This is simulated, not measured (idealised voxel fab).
You're looking at the process module voxel spacer lines.
Square cell edge 5 nm, section width 220 nm, ID cut.
Throughout this document, each cross-section is represented as a grid of square cells and is presented as a sequence of bands enumerated from the top downward, where a band comprises one or more rows of cells. Per band: top height and bottom height in nm, followed by the left-to-right materials and their widths in nm; "full width" marks a single material spanning edge to edge, "empty" marks empty space. Heights are measured from 0, the level below which the as-received wafer is all one material; the lowest band has no bottom and continues downward, written as in "0..down". You'd read "30..40" like this: the band's top row of cells is as wide as the first number, its bottom row is as wide as the second, and going down, every row changes width by the same amount as the row before did. "nothing changed" -> step changed no cross-section cell. Under "Trapped void list" you'll find the enclosed gaps, the ones with no way out to the top, that are 8 cells or bigger; each reads width x height at distance, with distance counted from the left edge, everything in nm. Where a step's line continues beyond its settings, the continuation is a remark by the simulator itself on that step. Regarding "overlay nm": on a step with a mask, it is the distance the mask lay to the right of its planned place; a negative value places it to the left.
## Process steps foreseen in the plan
1. op RECEIVE | material Si
2. op CONFORMAL_DEP | material Al2O3 | thk nm 5
3. op DIRECTIONAL_DEP | material polySi | thk nm 15
4. op DIRECTIONAL_DEP | material aC | thk nm 30
5. op PATTERN | tone cover | mask id MANDREL | material resist | width nm 25 | pitch nm 80 | thk nm 40 | overlay nm 0
6. op DIRECTIONAL_ETCH | etch materials aC | depth nm 30
7. op STRIP | etch materials resist
8. op CONFORMAL_DEP | material SiN | thk nm 15
9. op DIRECTIONAL_ETCH | etch materials SiN | depth nm 15
10. op STRIP | etch materials aC
11. op DIRECTIONAL_ETCH | etch materials polySi | depth nm 15
12. op STRIP | etch materials SiN
## Cross-section of the incoming wafer, state after step 1
0..down: Si full width
Trapped void list: none
## Wafer cross-section at module end: first of two, run to plan
20..5: 15 polySi  25 empty  15 polySi  25 empty  15 polySi  25 empty  15 polySi  25 empty  15 polySi  25 empty  15 polySi  5 empty
5..0: Al2O3 full width
0..down: Si full width
Trapped void list: none
## Cross-sectional view of the second of two wafers upon completion of the module. This wafer shared its starting condition and process plan with the first; one error was made during its execution
20..5: 5 empty  15 polySi  25 empty  15 polySi  25 empty  15 polySi  25 empty  15 polySi  25 empty  15 polySi  25 empty  15 polySi
5..0: Al2O3 full width
0..down: Si full width
Trapped void list: none
What went wrong in running the wafer? step 5 was processed under conditions differing from the plan, specifically as op PATTERN | tone cover | mask id MANDREL | material resist | width nm 25 | pitch nm 80 | thk nm 40 | overlay nm 5
At the close, every material occupies the same number of cells on the second wafer as on the first, only in different positions.
